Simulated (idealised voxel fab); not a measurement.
process module | voxel self aligned vias
cross-section cut | 235 nm wide | cells 5 nm
A cross-section is a grid of square cells, given in bands from the top down. A band is one or more rows of cells.
Each band's line starts with the height of the band's top and of its bottom, in nm. Then come its materials from left to right, each with its width in nm. One material with "throughout" fills the band from edge to edge. "air" is empty space.
Height 0 is the level under which the wafer as received is all one material. The lowest band goes on downwards, as in "0 down".
A width such as "30 to 40" changes by the same amount from each row of cells to the next, from the band's top row to its bottom row.
"no change" after a step means that no cell of the cross-section changed.
closed voids: empty space of 8 cells or more with no open way to the top, each as width x height at its distance from the left edge, in nm
after a step's settings: what the simulator itself notes on the step
overlay nm, on a step with a mask: how far to the right of its planned place the mask lay; to the left if negative
plan
1 op RECEIVE | material Si
2 op CONFORMAL_DEP | material SiO2 | thk nm 15
3 op CONFORMAL_DEP | material SiCN | thk nm 5
4 op DIRECTIONAL_DEP | material lowk | thk nm 30
5 op DIRECTIONAL_DEP | material aC | thk nm 15
6 op PATTERN | tone open | mask id LINES | material resist | width nm 20 | pitch nm 60 | thk nm 35 | overlay nm 0
7 op DIRECTIONAL_ETCH | etch materials aC | depth nm 15
8 op STRIP | etch materials resist
9 op DIRECTIONAL_ETCH | etch materials lowk | depth nm 30
10 op STRIP | etch materials aC
11 op CONFORMAL_DEP | material TiN | thk nm 5
12 op FILL_DEP | material Ru | thk nm 5
13 op CMP | height nm 50
14 op SELECTIVE_ETCH | etch materials W Ru TiN | depth nm 5
15 op FILL_DEP | material SiN | thk nm 5
16 op CMP | height nm 50
17 op DIRECTIONAL_DEP | material lowk | thk nm 20
18 op PATTERN | tone open | mask id VIAS | material resist | width nm 30 | pitch nm 60 | thk nm 15 | overlay nm 0
19 op DIRECTIONAL_ETCH | etch materials lowk | depth nm 20
20 op DIRECTIONAL_ETCH | etch materials SiN | depth nm 5
21 op STRIP | etch materials resist
22 op CONFORMAL_DEP | material TiN | thk nm 5
23 op FILL_DEP | material Cu | thk nm 10
24 op CMP | height nm 70
25 op CONFORMAL_DEP | material SiCN | thk nm 5
first wafer, as planned
as received, after step 1
  0 down: Si throughout
  closed voids: none
after step 2
  15 to 0: SiO2 throughout
  below 0: unchanged
after step 3
  20 to 15: SiCN throughout
  below 15: unchanged
after step 4
  50 to 20: lowk throughout
  below 20: unchanged
after step 5
  65 to 50: aC throughout
  below 50: unchanged
after step 6
  100 to 65: resist 75 | air 20 | resist 40 | air 20 | resist 80
  below 65: unchanged
after step 7
  85 to 65: resist 75 | air 20 | resist 40 | air 20 | resist 80
  65 to 50: aC 75 | air 20 | aC 40 | air 20 | aC 80
  below 50: unchanged
after step 8
  65 to 50: aC 75 | air 20 | aC 40 | air 20 | aC 80
  below 50: unchanged
after step 9
  65 to 50: aC 75 | air 20 | aC 40 | air 20 | aC 80
  50 to 20: lowk 75 | air 20 | lowk 40 | air 20 | lowk 80
  below 20: unchanged
after step 10
  50 to 20: lowk 75 | air 20 | lowk 40 | air 20 | lowk 80
  below 20: unchanged
after step 11
  55 to 50: TiN 80 | air 10 | TiN 50 | air 10 | TiN 85
  50 to 25: lowk 75 | TiN 5 | air 10 | TiN 5 | lowk 40 | TiN 5 | air 10 | TiN 5 | lowk 80
  25 to 20: lowk 75 | TiN 20 | lowk 40 | TiN 20 | lowk 80
  below 20: unchanged
after step 12
  60 to 55: Ru throughout
  55 to 50: TiN 80 | Ru 10 | TiN 50 | Ru 10 | TiN 85
  50 to 25: lowk 75 | TiN 5 | Ru 10 | TiN 5 | lowk 40 | TiN 5 | Ru 10 | TiN 5 | lowk 80
  below 25: unchanged
after step 13
  50 to 25: lowk 75 | TiN 5 | Ru 10 | TiN 5 | lowk 40 | TiN 5 | Ru 10 | TiN 5 | lowk 80
  below 25: unchanged
after step 14
  50 to 45: lowk 75 | air 20 | lowk 40 | air 20 | lowk 80
  below 45: unchanged
after step 15
  55 to 50: SiN throughout
  50 to 45: lowk 75 | SiN 20 | lowk 40 | SiN 20 | lowk 80
  below 45: unchanged
after step 16
  50 to 45: lowk 75 | SiN 20 | lowk 40 | SiN 20 | lowk 80
  below 45: unchanged
after step 17
  70 to 50: lowk throughout
  below 50: unchanged
after step 18
  85 to 70: resist 70 | air 30 | resist 30 | air 30 | resist 75
  below 70: unchanged
after step 19
  85 to 70: resist 70 | air 30 | resist 30 | air 30 | resist 75
  70 to 50: lowk 70 | air 30 | lowk 30 | air 30 | lowk 75
  below 50: unchanged
after step 20
  85 to 70: resist 70 | air 30 | resist 30 | air 30 | resist 75
  70 to 50: lowk 70 | air 30 | lowk 30 | air 30 | lowk 75
  50 to 45: lowk 75 | air 20 | lowk 40 | air 20 | lowk 80
  below 45: unchanged
after step 21
  70 to 50: lowk 70 | air 30 | lowk 30 | air 30 | lowk 75
  below 50: unchanged
after step 22
  75 to 70: TiN 75 | air 20 | TiN 40 | air 20 | TiN 80
  70 to 55: lowk 70 | TiN 5 | air 20 | TiN 5 | lowk 30 | TiN 5 | air 20 | TiN 5 | lowk 75
  55 to 50: lowk 70 | TiN 10 | air 10 | TiN 10 | lowk 30 | TiN 10 | air 10 | TiN 10 | lowk 75
  50 to 45: lowk 75 | TiN 20 | lowk 40 | TiN 20 | lowk 80
  below 45: unchanged
after step 23
  85 to 75: Cu throughout
  75 to 70: TiN 75 | Cu 20 | TiN 40 | Cu 20 | TiN 80
  70 to 55: lowk 70 | TiN 5 | Cu 20 | TiN 5 | lowk 30 | TiN 5 | Cu 20 | TiN 5 | lowk 75
  55 to 50: lowk 70 | TiN 10 | Cu 10 | TiN 10 | lowk 30 | TiN 10 | Cu 10 | TiN 10 | lowk 75
  below 50: unchanged
after step 24
  70 to 55: lowk 70 | TiN 5 | Cu 20 | TiN 5 | lowk 30 | TiN 5 | Cu 20 | TiN 5 | lowk 75
  below 55: unchanged
after step 25
  75 to 70: SiCN throughout
  below 70: unchanged
second wafer: like start, like plan, one mistake. Through step 24 it matches the first wafer
when step 25 should have ended
  75 to 70: SiO2 throughout
  below 70: unchanged
what went wrong: step 25 ran as: op CONFORMAL_DEP | material SiO2 | thk nm 5
at the end the second wafer has, in cells: 47 fewer of SiCN | 47 more of SiO2
